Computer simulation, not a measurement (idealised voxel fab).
Process module, titled voxel trench capacitor
This is section cut - it's 145 nm across, gridded in 5 nm square cells.
A cross-section is written here as square cells arranged in a grid, and it is given in bands from the top down, each band taking up one or more rows of cells. Heads up on the band format: heights come first, top then bottom, in nm. After that it's the materials left to right, each with its width in nm. A single material flagged "throughout" fills the whole band edge to edge, and "empty" means there's empty space there. Height is counted from the level 0, under which the received wafer is composed throughout of one material. The lowest of the bands is not closed at the bottom but continues downward, in the notation "0 -> down". The notation "30..40" denotes a width that varies across the rows of cells in the band, beginning at the first number in the top row, finishing at the second number in the bottom row, and changing by an identical amount from each row to the next. Given "nothing got changed" for a step, no cell of the cross-section differs between before and after that step. Listed in "Closed void entries": every empty space of 8 or more cells without an open way to the top. Form: width x height at distance, the distance being from the left edge, all in nm. Read whatever lies past the settings on a step's line as the simulator's own remark about the step. overlay nm: mask offset rightward from planned place, masked step; negative means leftward offset.

### Listed below are the process steps as planned
1) RECEIVE [material Si]
2) CONFORMAL_DEP [material SiN] [thk nm 5]
3) DIRECTIONAL_DEP [material aC] [thk nm 15]
4) PATTERN [tone open] [mask id TRENCH] [material resist] [width nm 20] [pitch nm 35] [thk nm 35] [overlay nm 0]
5) DIRECTIONAL_ETCH [etch materials aC] [depth nm 15]
6) STRIP [etch materials resist]
7) DIRECTIONAL_ETCH [etch materials SiN] [depth nm 5]
8) DIRECTIONAL_ETCH [etch materials Si] [depth nm 35]
9) STRIP [etch materials aC]
10) CONFORMAL_DEP [material SiO2] [thk nm 5]
11) FILL_DEP [material polySi] [thk nm 10]
12) CMP [height nm 5]

### As-received state of the wafer in cross-section, equivalent to post-step 1
- 0 -> down | Si throughout
- Closed void entries: none

### Final cross-section, module run with one mistake (start and plan as above)
- 5 -> 0 | 40 nm SiN, 5 nm SiO2, 10 nm polySi, 5 nm SiO2, 15 nm SiN, 5 nm SiO2, 10 nm polySi, 5 nm SiO2, 50 nm SiN
- 0 -> -30 | 40 nm Si, 5 nm SiO2, 10 nm polySi, 5 nm SiO2, 15 nm Si, 5 nm SiO2, 10 nm polySi, 5 nm SiO2, 50 nm Si
- -30 -> -35 | 40 nm Si, 20 nm SiO2, 15 nm Si, 20 nm SiO2, 50 nm Si
- -35 -> down | Si throughout
- Closed void entries: none
Short version of what went wrong: it should be noted that step 4 was executed with settings other than those planned, the operation and settings actually applied being PATTERN [tone open] [mask id TRENCH] [material resist] [width nm 20] [pitch nm 35] [thk nm 35] [overlay nm -5]
